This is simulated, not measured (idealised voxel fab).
The following process module bears the name voxel self aligned contacts.
We display cut, a cross-section 170 nm in width whose square cells are each 5 nm.
Cross-sections here: square-cell grids, written as top-down lists of bands, a band being one or more rows of cells. In this notation a band is specified by the heights of its top and bottom, in that order and in nm, after which its materials appear from left to right, each paired with its width in nm. The word "everywhere" attached to a single material means that material fills the band from edge to edge; the word "empty" stands for empty space. Heads up on the height convention: 0 is the point under which the incoming wafer is all one material, and the lowest band has no bottom, it just keeps going down, like "0 -> down". Quick explanation for "30..40": the width changes in equal steps down the rows of cells, from the first number in the band's top row to the second number in its bottom row. You'll sometimes find "nothing changed" written for a step, and that's the way of saying that nowhere in the cross-section did a cell change during that step. Empty spaces counting at least 8 cells and having no open way to the top are listed in "Voids, fully enclosed". The notation width x height at distance is used for each, the distance being from the left edge and all three values in nm. Step line, after settings: the simulator's comment on this step. What "overlay nm" on a step's line means: if the step has a mask, that mask lay this far to the right of its planned place, or, when the value is negative, to the left.

-- This section lists the process steps that were planned
- 1: RECEIVE,material Si
- 2: OXIDIZE,depth nm 5
- 3: DIRECTIONAL_DEP,material polySi,thk nm 30
- 4: DIRECTIONAL_DEP,material SiN,thk nm 20
- 5: DIRECTIONAL_DEP,material aC,thk nm 15
- 6: PATTERN,tone cover,mask id GATE,material resist,width nm 35,pitch nm 60,thk nm 35,overlay nm 0
- 7: DIRECTIONAL_ETCH,etch materials aC,depth nm 15
- 8: STRIP,etch materials resist
- 9: DIRECTIONAL_ETCH,etch materials SiN,depth nm 20
- 10: DIRECTIONAL_ETCH,etch materials polySi,depth nm 30
- 11: STRIP,etch materials aC
- 12: CONFORMAL_DEP,material SiN,thk nm 5
- 13: DIRECTIONAL_ETCH,etch materials SiN,depth nm 5
- 14: FILL_DEP,material SiO2,thk nm 10
- 15: CMP,height nm 55
- 16: MASKED_ETCH,tone open,mask id CONTACT,width nm 45,etch materials SiO2,depth nm 60,overlay nm 0
- 17: CONFORMAL_DEP,material TiN,thk nm 5
- 18: FILL_DEP,material W,thk nm 10
- 19: CMP,height nm 55
- 20: CONFORMAL_DEP,material SiN,thk nm 5

-- Concerning the first of two wafers, which was run in accordance with the plan

-- Incoming wafer in cross-section (state: after step 1)
	0 -> down | Si everywhere
	Voids, fully enclosed: none

-- Cross-section: wafer state after step 2
	0 -> -5 | SiO2 everywhere
	Unchanged below -5.

-- Cross-section: wafer state after step 3
	30 -> 0 | polySi everywhere
	Unchanged below 0.

-- Cross-section: wafer state after step 4
	50 -> 30 | SiN everywhere
	Unchanged below 30.

-- Cross-section: wafer state after step 5
	65 -> 50 | aC everywhere
	Unchanged below 50.

-- Cross-section: wafer state after step 6
	100 -> 65 | empty=35, resist=35, empty=25, resist=35, empty=40
	Unchanged below 65.

-- Cross-section: wafer state after step 7
	85 -> 65 | empty=35, resist=35, empty=25, resist=35, empty=40
	65 -> 50 | empty=35, aC=35, empty=25, aC=35, empty=40
	Unchanged below 50.

-- Cross-section: wafer state after step 8
	65 -> 50 | empty=35, aC=35, empty=25, aC=35, empty=40
	Unchanged below 50.

-- Cross-section: wafer state after step 9
	65 -> 50 | empty=35, aC=35, empty=25, aC=35, empty=40
	50 -> 30 | empty=35, SiN=35, empty=25, SiN=35, empty=40
	Unchanged below 30.

-- Cross-section: wafer state after step 10
	65 -> 50 | empty=35, aC=35, empty=25, aC=35, empty=40
	50 -> 30 | empty=35, SiN=35, empty=25, SiN=35, empty=40
	30 -> 0 | empty=35, polySi=35, empty=25, polySi=35, empty=40
	Unchanged below 0.

-- Cross-section: wafer state after step 11
	50 -> 30 | empty=35, SiN=35, empty=25, SiN=35, empty=40
	Unchanged below 30.

-- Cross-section: wafer state after step 12
	55 -> 30 | empty=30, SiN=45, empty=15, SiN=45, empty=35
	30 -> 5 | empty=30, SiN=5, polySi=35, SiN=5, empty=15, SiN=5, polySi=35, SiN=5, empty=35
	5 -> 0 | SiN=35, polySi=35, SiN=25, polySi=35, SiN=40
	Unchanged below 0.

-- Cross-section: wafer state after step 13
	50 -> 30 | empty=30, SiN=45, empty=15, SiN=45, empty=35
	30 -> 0 | empty=30, SiN=5, polySi=35, SiN=5, empty=15, SiN=5, polySi=35, SiN=5, empty=35
	Unchanged below 0.

-- Cross-section: wafer state after step 14
	60 -> 50 | SiO2 everywhere
	50 -> 30 | SiO2=30, SiN=45, SiO2=15, SiN=45, SiO2=35
	30 -> 0 | SiO2=30, SiN=5, polySi=35, SiN=5, SiO2=15, SiN=5, polySi=35, SiN=5, SiO2=35
	Unchanged below 0.

-- Cross-section: wafer state after step 15
	55 -> 50 | SiO2 everywhere
	Unchanged below 50.

-- Cross-section: wafer state after step 16
	55 -> 50 | SiO2=60, empty=45, SiO2=65
	50 -> 30 | SiO2=30, SiN=45, empty=15, SiN=45, SiO2=35
	30 -> 0 | SiO2=30, SiN=5, polySi=35, SiN=5, empty=15, SiN=5, polySi=35, SiN=5, SiO2=35
	0 -> -5 | SiO2=75, empty=15, SiO2=80
	Unchanged below -5.

-- Cross-section: wafer state after step 17
	60 -> 55 | TiN=65, empty=35, TiN=70
	55 -> 50 | SiO2=60, TiN=20, empty=5, TiN=20, SiO2=65
	50 -> 30 | SiO2=30, SiN=45, TiN=5, empty=5, TiN=5, SiN=45, SiO2=35
	30 -> 0 | SiO2=30, SiN=5, polySi=35, SiN=5, TiN=5, empty=5, TiN=5, SiN=5, polySi=35, SiN=5, SiO2=35
	0 -> -5 | SiO2=75, TiN=15, SiO2=80
	Unchanged below -5.

-- Cross-section: wafer state after step 18
	70 -> 60 | W everywhere
	60 -> 55 | TiN=65, W=35, TiN=70
	55 -> 50 | SiO2=60, TiN=20, W=5, TiN=20, SiO2=65
	50 -> 30 | SiO2=30, SiN=45, TiN=5, W=5, TiN=5, SiN=45, SiO2=35
	30 -> 0 | SiO2=30, SiN=5, polySi=35, SiN=5, TiN=5, W=5, TiN=5, SiN=5, polySi=35, SiN=5, SiO2=35
	Unchanged below 0.

-- Cross-section: wafer state after step 19
	55 -> 50 | SiO2=60, TiN=20, W=5, TiN=20, SiO2=65
	Unchanged below 50.

-- Cross-section: wafer state after step 20
	60 -> 55 | SiN everywhere
	Unchanged below 55.

-- The second wafer began exactly as the first did and followed the same plan, but one mistake was made while running it; through step 11 inclusive, the two wafers are identical

Second wafer: cross-section at the scheduled end of step 12: nothing changed

-- Second wafer: cross-section at the scheduled end of step 13
	45 -> 30 | empty=35, SiN=35, empty=25, SiN=35, empty=40
	Unchanged below 30.

-- Second wafer: cross-section at the scheduled end of step 14
	55 -> 45 | SiO2 everywhere
	45 -> 30 | SiO2=35, SiN=35, SiO2=25, SiN=35, SiO2=40
	30 -> 0 | SiO2=35, polySi=35, SiO2=25, polySi=35, SiO2=40
	Unchanged below 0.

Second wafer: cross-section at the scheduled end of step 15: nothing changed

-- Second wafer: cross-section at the scheduled end of step 16
	55 -> 45 | SiO2=60, empty=45, SiO2=65
	45 -> 30 | SiO2=35, SiN=35, empty=25, SiN=35, SiO2=40
	30 -> 0 | SiO2=35, polySi=35, empty=25, polySi=35, SiO2=40
	0 -> -5 | SiO2=70, empty=25, SiO2=75
	Unchanged below -5.

-- Second wafer: cross-section at the scheduled end of step 17
	60 -> 55 | TiN=65, empty=35, TiN=70
	55 -> 45 | SiO2=60, TiN=5..15, empty=35..15, TiN=5..15, SiO2=65
	45 -> 30 | SiO2=35, SiN=35, TiN=5, empty=15, TiN=5, SiN=35, SiO2=40
	30 -> 0 | SiO2=35, polySi=35, TiN=5, empty=15, TiN=5, polySi=35, SiO2=40
	0 -> -5 | SiO2=70, TiN=25, SiO2=75
	Unchanged below -5.

-- Second wafer: cross-section at the scheduled end of step 18
	70 -> 60 | W everywhere
	60 -> 55 | TiN=65, W=35, TiN=70
	55 -> 45 | SiO2=60, TiN=5..15, W=35..15, TiN=5..15, SiO2=65
	45 -> 30 | SiO2=35, SiN=35, TiN=5, W=15, TiN=5, SiN=35, SiO2=40
	30 -> 0 | SiO2=35, polySi=35, TiN=5, W=15, TiN=5, polySi=35, SiO2=40
	Unchanged below 0.

-- Second wafer: cross-section at the scheduled end of step 19
	55 -> 45 | SiO2=60, TiN=5..15, W=35..15, TiN=5..15, SiO2=65
	Unchanged below 45.

-- Second wafer: cross-section at the scheduled end of step 20
	60 -> 55 | SiN everywhere
	Unchanged below 55.
What was the processing mistake? step 12 of the plan was excluded from execution and never run
Once processing is complete, comparing cell counts shows that the second wafer has more or fewer of certain materials than the first: SiN -54; SiO2 +28; W +26
